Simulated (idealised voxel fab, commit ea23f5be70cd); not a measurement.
process module | voxel self aligned contacts
cross-section cut | 215 nm wide | cells 5 nm
A cross-section is a grid of square cells, given in bands from the top down. A band is one or more rows of cells.
Each band's line starts with the height of the band's top and of its bottom, in nm. Then come its materials from left to right, each with its width in nm. One material with "throughout" fills the band from edge to edge. "air" is empty space.
Height 0 is the level under which the wafer as received is all one material. The lowest band goes on downwards, as in "0 down".
A width such as "30 to 40" changes by the same amount from each row of cells to the next, from the band's top row to its bottom row.
"no change" after a step means that no cell of the cross-section changed.
closed voids: empty space of 8 cells or more with no open way to the top, each as width x height at its distance from the left edge, in nm
after a step's settings: what the simulator itself notes on the step
overlay nm, on a step with a mask: how far to the right of its planned place the mask lay; to the left if negative
plan
1 op RECEIVE | material Si
2 op CONFORMAL_DEP | material SiO2 | thk nm 5
3 op DIRECTIONAL_DEP | material polySi | thk nm 20
4 op DIRECTIONAL_DEP | material SiN | thk nm 25
5 op PATTERN | tone cover | mask id GATE | material resist | width nm 25 | pitch nm 60 | thk nm 15 | overlay nm 0
6 op DIRECTIONAL_ETCH | etch materials SiN | depth nm 25
7 op DIRECTIONAL_ETCH | etch materials polySi | depth nm 20
8 op STRIP | etch materials resist
9 op CONFORMAL_DEP | material SiN | thk nm 10
10 op DIRECTIONAL_ETCH | etch materials SiN | depth nm 10
11 op FILL_DEP | material SiO2 | thk nm 15
12 op CMP | height nm 60
13 op DIRECTIONAL_DEP | material aC | thk nm 15
14 op PATTERN | tone open | mask id CONTACT | material resist | width nm 45 | pitch nm 60 | thk nm 30 | overlay nm 0
15 op DIRECTIONAL_ETCH | etch materials aC | depth nm 15
16 op STRIP | etch materials resist
17 op DIRECTIONAL_ETCH | etch materials SiO2 | depth nm 60
18 op STRIP | etch materials aC
19 op CONFORMAL_DEP | material TiN | thk nm 5
20 op FILL_DEP | material W | thk nm 5
21 op CMP | height nm 60
22 op CONFORMAL_DEP | material SiCN | thk nm 5
as received, after step 1
  0 down: Si throughout
  closed voids: none
a wafer at the end: this start, this plan, one mistake
  65 to 60: SiCN throughout
  60 to 50: SiO2 55 | TiN 5 | W 35 | TiN 5 | SiO2 15 | TiN 5 | W 35 | TiN 5 | SiO2 55
  50 to 45: SiO2 55 | TiN 20 | W 5 | TiN 20 | SiO2 15 | TiN 20 | W 5 | TiN 20 | SiO2 55
  45 to 20: SiO2 25 | SiN 45 | TiN 5 | W 5 | TiN 5 | SiN 45 | TiN 5 | W 5 | TiN 5 | SiN 45 | SiO2 25
  20 to 5: SiO2 25 | SiN 10 | polySi 25 | SiN 10 | TiN 5 | W 5 | TiN 5 | SiN 10 | polySi 25 | SiN 10 | TiN 5 | W 5 | TiN 5 | SiN 10 | polySi 25 | SiN 10 | SiO2 25
  5 to 0: SiO2 25 | SiN 10 | polySi 25 | SiN 10 | TiN 15 | SiN 10 | polySi 25 | SiN 10 | TiN 15 | SiN 10 | polySi 25 | SiN 10 | SiO2 25
  0 down: Si throughout
  closed voids: none
what went wrong: step 2 was left out
